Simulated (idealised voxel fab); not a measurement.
Presented below is a process module, voxel self aligned vias.
Square cell edge 5 nm, section width 265 nm, ID cut.
A cross-section is a grid of square cells, given in bands from the top down. A band is one or more rows of cells. Within each band entry, the heights of the top and of the bottom of the band appear first, in that order and in nm; the materials of the band then follow from left to right, each with its corresponding width in nm. The designation "everywhere" on a single material indicates that it fills the band from edge to edge; the designation "air" indicates empty space. Heads up on the height convention: 0 is the point under which the incoming wafer is all one material, and the lowest band has no bottom, it just keeps going down, like "0..down". Top row gets the first number, bottom row gets the second, and each row in between changes by the same step: that is how a band width like "30 to 40" works. The designation "left unchanged", where it is given for a processing step, indicates that no cell of the cross-section was altered in the course of that step. Look at "Fully sealed voids" for the closed voids: empty spaces with no open path to the top, sized 8 cells or up. Each is width x height at distance, distance from the left edge, all nm. Step line, after settings: the simulator's comment on this step. overlay nm: mask offset rightward from planned place, masked step; negative means leftward offset.

Process steps foreseen in the plan:
1 RECEIVE (material Si)
2 CONFORMAL_DEP (material SiO2; thk nm 15)
3 CONFORMAL_DEP (material SiCN; thk nm 5)
4 DIRECTIONAL_DEP (material lowk; thk nm 30)
5 PATTERN (tone open; mask id LINES; material resist; width nm 20; pitch nm 65; thk nm 20; overlay nm 0)
6 DIRECTIONAL_ETCH (etch materials lowk; depth nm 30)
7 STRIP (etch materials resist)
8 CONFORMAL_DEP (material TiN; thk nm 5)
9 FILL_DEP (material W; thk nm 5)
10 CMP (height nm 50)
11 SELECTIVE_ETCH (etch materials W Ru TiN; depth nm 5)
12 FILL_DEP (material SiN; thk nm 10)
13 CMP (height nm 50)
14 DIRECTIONAL_DEP (material lowk; thk nm 20)
15 DIRECTIONAL_DEP (material aC; thk nm 10)
16 PATTERN (tone open; mask id VIAS; material resist; width nm 40; pitch nm 65; thk nm 30; overlay nm 0)
17 DIRECTIONAL_ETCH (etch materials aC; depth nm 10)
18 STRIP (etch materials resist)
19 DIRECTIONAL_ETCH (etch materials lowk; depth nm 20)
20 DIRECTIONAL_ETCH (etch materials SiN; depth nm 5)
21 STRIP (etch materials aC)
22 CONFORMAL_DEP (material TiN; thk nm 5)
23 FILL_DEP (material W; thk nm 5)
24 CMP (height nm 70)
25 CONFORMAL_DEP (material SiCN; thk nm 5)

The cross-section here shows the wafer as received, i.e. in its state after step 1:
	0..down  Si everywhere
	Fully sealed voids: none

Cross-section taken at module completion on the first of two wafers; processed per the plan:
	75..70  SiCN everywhere
	70..55  80 lowk, 5 TiN, 30 W, 5 TiN, 25 lowk, 5 TiN, 30 W, 5 TiN, 80 lowk
	55..50  80 lowk, 15 TiN, 10 W, 15 TiN, 25 lowk, 15 TiN, 10 W, 15 TiN, 80 lowk
	50..45  90 lowk, 20 TiN, 45 lowk, 20 TiN, 90 lowk
	45..25  90 lowk, 5 TiN, 10 W, 5 TiN, 45 lowk, 5 TiN, 10 W, 5 TiN, 90 lowk
	25..20  90 lowk, 20 TiN, 45 lowk, 20 TiN, 90 lowk
	20..15  SiCN everywhere
	15..0  SiO2 everywhere
	0..down  Si everywhere
	Fully sealed voids: none

Module end: cross-section of wafer two of two. Same start and process plan as the first wafer. One mistake during execution:
	75..70  SiCN everywhere
	70..65  80 lowk, 15 TiN, 10 W, 15 TiN, 25 lowk, 15 TiN, 10 W, 15 TiN, 80 lowk
	65..50  80 lowk, 40 TiN, 25 lowk, 40 TiN, 80 lowk
	50..45  90 lowk, 20 TiN, 45 lowk, 20 TiN, 90 lowk
	45..25  90 lowk, 5 TiN, 10 W, 5 TiN, 45 lowk, 5 TiN, 10 W, 5 TiN, 90 lowk
	25..20  90 lowk, 20 TiN, 45 lowk, 20 TiN, 90 lowk
	20..15  SiCN everywhere
	15..0  SiO2 everywhere
	0..down  Si everywhere
	Fully sealed voids: none
The mistake made against the process plan was this: step 22 did not happen as planned, as run it was CONFORMAL_DEP (material TiN; thk nm 15)
Wrapping up, a cell-based count of both wafers puts the second over or under the first for these materials: 36 more of TiN | 36 fewer of W
